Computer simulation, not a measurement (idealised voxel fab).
Module name: voxel self aligned contacts (process module)
The figure presents cross-section cut, which has a width of 175 nm and is divided into square cells with an edge length of 5 nm.
Notation: cross-section as square-cell grid; stated in bands, top first, going down; one or more cell rows per band. Quick guide to a band line: top height, bottom height (nm) up front; then every material left to right with its width in nm. Only one material and it's marked "everywhere"? Then it fills the band edge to edge. And "empty" just means empty space. Heights are expressed relative to 0, this being the level below which the as-received wafer comprises one material exclusively. The lowest band is unbounded in the downward direction and is denoted as in "0 down". You'd read "30->40" like this: the band's top row of cells is as wide as the first number, its bottom row is as wide as the second, and going down, every row changes width by the same amount as the row before did. What does "no modifications" mean for a step? It means no cell of the cross-section changed in that step. Basically, "Closed void catalog" tells you about the enclosed voids: empty spaces with no open way to the top, 8 cells or bigger, each written width x height at distance, where distance is from the left edge, all in nm. Text after the settings on a step's line: the simulator's own remark on that step. "overlay nm", when on a step's line for a step with a mask, measures how far to the right of its planned place the mask lay; a negative measure means to the left.
## Below is the list of planned process steps
1: RECEIVE [material Si]
2: CONFORMAL_DEP [material SiO2] [thk nm 5]
3: DIRECTIONAL_DEP [material polySi] [thk nm 25]
4: DIRECTIONAL_DEP [material SiN] [thk nm 25]
5: MASKED_ETCH [tone cover] [mask id GATE] [width nm 30] [pitch nm 65] [etch materials SiN] [depth nm 25] [overlay nm 0]
6: MASKED_ETCH [tone cover] [mask id GATE] [width nm 30] [pitch nm 65] [etch materials polySi] [depth nm 25] [overlay nm 0]
7: CONFORMAL_DEP [material SiN] [thk nm 10]
8: DIRECTIONAL_ETCH [etch materials SiN] [depth nm 10]
9: FILL_DEP [material SiO2] [thk nm 10]
10: CMP [height nm 60]
11: MASKED_ETCH [tone open] [mask id CONTACT] [width nm 45] [etch materials SiO2] [depth nm 60] [overlay nm 0]
12: CONFORMAL_DEP [material TiN] [thk nm 5]
13: FILL_DEP [material W] [thk nm 5]
14: CMP [height nm 60]
15: CONFORMAL_DEP [material SiN] [thk nm 5]
## Wafer at receipt (post step 1), cross-section
- 0 down | Si everywhere
- Closed void catalog: none
## The first of two wafers, cross-sectioned at the end of the module, with the run proceeding as planned
- 65 to 60 | SiN everywhere
- 60 to 55 | 65 SiO2 | 20 TiN | 5 W | 20 TiN | 65 SiO2
- 55 to 30 | 30 SiO2 | 50 SiN | 5 TiN | 5 W | 5 TiN | 50 SiN | 30 SiO2
- 30 to 5 | 30 SiO2 | 10 SiN | 30 polySi | 10 SiN | 5 TiN | 5 W | 5 TiN | 10 SiN | 30 polySi | 10 SiN | 30 SiO2
- 5 to 0 | 80 SiO2 | 15 TiN | 80 SiO2
- 0 down | Si everywhere
- Closed void catalog: none
## Second wafer of the two, sectioned at the end of the module. It began like the first and followed the same plan, but one mistake was made while running it
- 65 to 60 | SiN everywhere
- 60 to 55 | 65 SiO2 | 20 TiN | 5 W | 25 TiN | 60 SiO2
- 55 to 30 | 30 SiO2 | 50 SiN | 5 TiN | 5 W | 5 TiN | 50 SiN | 30 SiO2
- 30 to 5 | 30 SiO2 | 10 SiN | 30 polySi | 10 SiN | 5 TiN | 5 W | 5 TiN | 10 SiN | 30 polySi | 10 SiN | 30 SiO2
- 5 to 0 | 80 SiO2 | 15 TiN | 80 SiO2
- 0 down | Si everywhere
- Closed void catalog: none
What went wrong in running the wafer? step 11, actual vs plan mismatch, actual run MASKED_ETCH [tone open] [mask id CONTACT] [width nm 50] [etch materials SiO2] [depth nm 60] [overlay nm 0]
The second wafer ends with more or fewer cells of some materials than the first, per final count: -1 SiO2 | +1 TiN
